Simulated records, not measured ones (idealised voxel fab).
process module | voxel gate over fins
cross-section cut | 290 nm wide | cells 5 nm
A cross-section is a grid of square cells, given in bands from the top down. A band is one or more rows of cells.
Each band's line starts with the height of the band's top and of its bottom, in nm. Then come its materials from left to right, each with its width in nm. One material with "throughout" fills the band from edge to edge. "air" is empty space.
Height 0 is the level under which the wafer as received is all one material. The lowest band goes on downwards, as in "0 down".
A width such as "30 to 40" changes by the same amount from each row of cells to the next, from the band's top row to its bottom row.
"no change" after a step means that no cell of the cross-section changed.
closed voids: empty space of 8 cells or more with no open way to the top, each as width x height at its distance from the left edge, in nm
after a step's settings: what the simulator itself notes on the step
overlay nm, on a step with a mask: how far to the right of its planned place the mask lay; to the left if negative
plan
1 op RECEIVE | material Si
2 op CONFORMAL_DEP | material SiN | thk nm 5
3 op MASKED_ETCH | tone cover | mask id FINS | width nm 15 | pitch nm 35 | etch materials SiN | depth nm 5 | overlay nm 0
4 op MASKED_ETCH | tone cover | mask id FINS | width nm 15 | pitch nm 35 | etch materials Si | depth nm 35 | overlay nm 0
5 op FILL_DEP | material SiO2 | thk nm 10
6 op CMP | height nm 5
7 op SELECTIVE_ETCH | etch materials SiO2 | depth nm 20
8 op STRIP | etch materials SiN
9 op CONFORMAL_DEP | material HfO2 | thk nm 5
10 op CONFORMAL_DEP | material TiN | thk nm 5
11 op FILL_DEP | material W | thk nm 10
12 op CMP | height nm 15
13 op CONFORMAL_DEP | material SiN | thk nm 5
first wafer, as planned
as received, after step 1
  0 down: Si throughout
  closed voids: none
after step 2
  5 to 0: SiN throughout
  below 0: unchanged
after step 3
  5 to 0: air 100 | SiN 15 | air 20 | SiN 15 | air 20 | SiN 15 | air 105
  below 0: unchanged
after step 4
  5 to 0: air 100 | SiN 15 | air 20 | SiN 15 | air 20 | SiN 15 | air 105
  0 to -35: air 100 | Si 15 | air 20 | Si 15 | air 20 | Si 15 | air 105
  below -35: unchanged
after step 5
  15 to 5: SiO2 throughout
  5 to 0: SiO2 100 | SiN 15 | SiO2 20 | SiN 15 | SiO2 20 | SiN 15 | SiO2 105
  0 to -35: SiO2 100 | Si 15 | SiO2 20 | Si 15 | SiO2 20 | Si 15 | SiO2 105
  below -35: unchanged
after step 6
  5 to 0: SiO2 100 | SiN 15 | SiO2 20 | SiN 15 | SiO2 20 | SiN 15 | SiO2 105
  below 0: unchanged
after step 7
  5 to 0: air 100 | SiN 15 | air 20 | SiN 15 | air 20 | SiN 15 | air 105
  0 to -15: air 100 | Si 15 | air 20 | Si 15 | air 20 | Si 15 | air 105
  below -15: unchanged
after step 8
  0 to -15: air 100 | Si 15 | air 20 | Si 15 | air 20 | Si 15 | air 105
  below -15: unchanged
after step 9
  5 to 0: air 95 | HfO2 25 | air 10 | HfO2 25 | air 10 | HfO2 25 | air 100
  0 to -10: air 95 | HfO2 5 | Si 15 | HfO2 5 | air 10 | HfO2 5 | Si 15 | HfO2 5 | air 10 | HfO2 5 | Si 15 | HfO2 5 | air 100
  -10 to -15: HfO2 100 | Si 15 | HfO2 20 | Si 15 | HfO2 20 | Si 15 | HfO2 105
  below -15: unchanged
after step 10
  10 to 5: air 90 | TiN 105 | air 95
  5 to 0: air 90 | TiN 5 | HfO2 25 | TiN 10 | HfO2 25 | TiN 10 | HfO2 25 | TiN 5 | air 95
  0 to -5: air 90 | TiN 5 | HfO2 5 | Si 15 | HfO2 5 | TiN 10 | HfO2 5 | Si 15 | HfO2 5 | TiN 10 | HfO2 5 | Si 15 | HfO2 5 | TiN 5 | air 95
  -5 to -10: TiN 95 | HfO2 5 | Si 15 | HfO2 5 | TiN 10 | HfO2 5 | Si 15 | HfO2 5 | TiN 10 | HfO2 5 | Si 15 | HfO2 5 | TiN 100
  below -10: unchanged
after step 11
  20 to 10: W throughout
  10 to 5: W 90 | TiN 105 | W 95
  5 to 0: W 90 | TiN 5 | HfO2 25 | TiN 10 | HfO2 25 | TiN 10 | HfO2 25 | TiN 5 | W 95
  0 to -5: W 90 | TiN 5 | HfO2 5 | Si 15 | HfO2 5 | TiN 10 | HfO2 5 | Si 15 | HfO2 5 | TiN 10 | HfO2 5 | Si 15 | HfO2 5 | TiN 5 | W 95
  below -5: unchanged
after step 12
  15 to 10: W throughout
  below 10: unchanged
after step 13
  20 to 15: SiN throughout
  below 15: unchanged
second wafer: like start, like plan, one mistake. Through step 12 it matches the first wafer
when step 13 should have ended
  30 to 15: SiN throughout
  below 15: unchanged
what went wrong: step 13 ran as: op CONFORMAL_DEP | material SiN | thk nm 15
at the end the second wafer has, in cells: 116 more of SiN
